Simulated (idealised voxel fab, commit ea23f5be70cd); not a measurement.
Presented below is a process module, voxel double patterning.
Cross-sectional view cut (width: 200 nm; square cell size: 5 nm).
When this document writes out a cross-section, it uses a grid of square cells and lists it as bands, beginning at the top and moving down, with a band standing for one or more rows of cells. What a band's entry tells you: where the top is and where the bottom is, as heights in nm, and after that what lies inside, material by material from left to right, each with its width in nm. Empty space is written as the word "blank", and a single material marked with the word "all across" occupies the band from edge to edge. Beneath 0, the wafer as received is one material, and that level is where height counting begins. The lowest band goes on downward without a bottom; it is written like "top 0, no bottom". Per-row width for "30 to 40": begins at first number (top row of band), ends at second number (bottom row), increment between rows held constant. Where a step carries "all unchanged", the cross-section came out of it unchanged, cell for cell. "Cavities, sealed" enumerates empty spaces isolated from the top, with no open way to it, that contain at least 8 cells, giving each as width x height at distance from the left edge, all three in nm. If you see something after the settings on a step's line, that's the simulator's own remark about that step. A step line may carry the setting "overlay nm", which, for steps involving a mask, states the distance by which the mask lay to the right of its intended position; negative values denote displacement to the left.
**Below is the list of planned process steps**
- 1: RECEIVE, material Si
- 2: CONFORMAL_DEP, material SiO2, thk nm 10
- 3: DIRECTIONAL_DEP, material W, thk nm 20
- 4: DIRECTIONAL_DEP, material SiN, thk nm 5
- 5: PATTERN, tone open, mask id FIRST, material resist, width nm 15, pitch nm 50, thk nm 20, overlay nm 0
- 6: DIRECTIONAL_ETCH, etch materials SiN, depth nm 5
- 7: STRIP, etch materials resist
- 8: PATTERN, tone open, mask id SECOND, material resist, width nm 15, pitch nm 50, thk nm 15, overlay nm 0
- 9: DIRECTIONAL_ETCH, etch materials SiN, depth nm 5
- 10: STRIP, etch materials resist
- 11: DIRECTIONAL_ETCH, etch materials W, depth nm 20
- 12: STRIP, etch materials SiN
**This is the cross-section of the wafer as we received it, i.e. after step 1**
top 0, no bottom: Si all across
Cavities, sealed: none
**Cross-section, end of module. Start: as above. Plan: as above. Execution: one mistake**
top 50, bottom 30: 40 W  15 blank  10 W  15 blank  10 W  15 blank  10 W  15 blank  10 W  15 blank  45 W
top 30, bottom 10: W all across
top 10, bottom 0: SiO2 all across
top 0, no bottom: Si all across
Cavities, sealed: none
Error vs. plan: step 3 from the plan got run twice
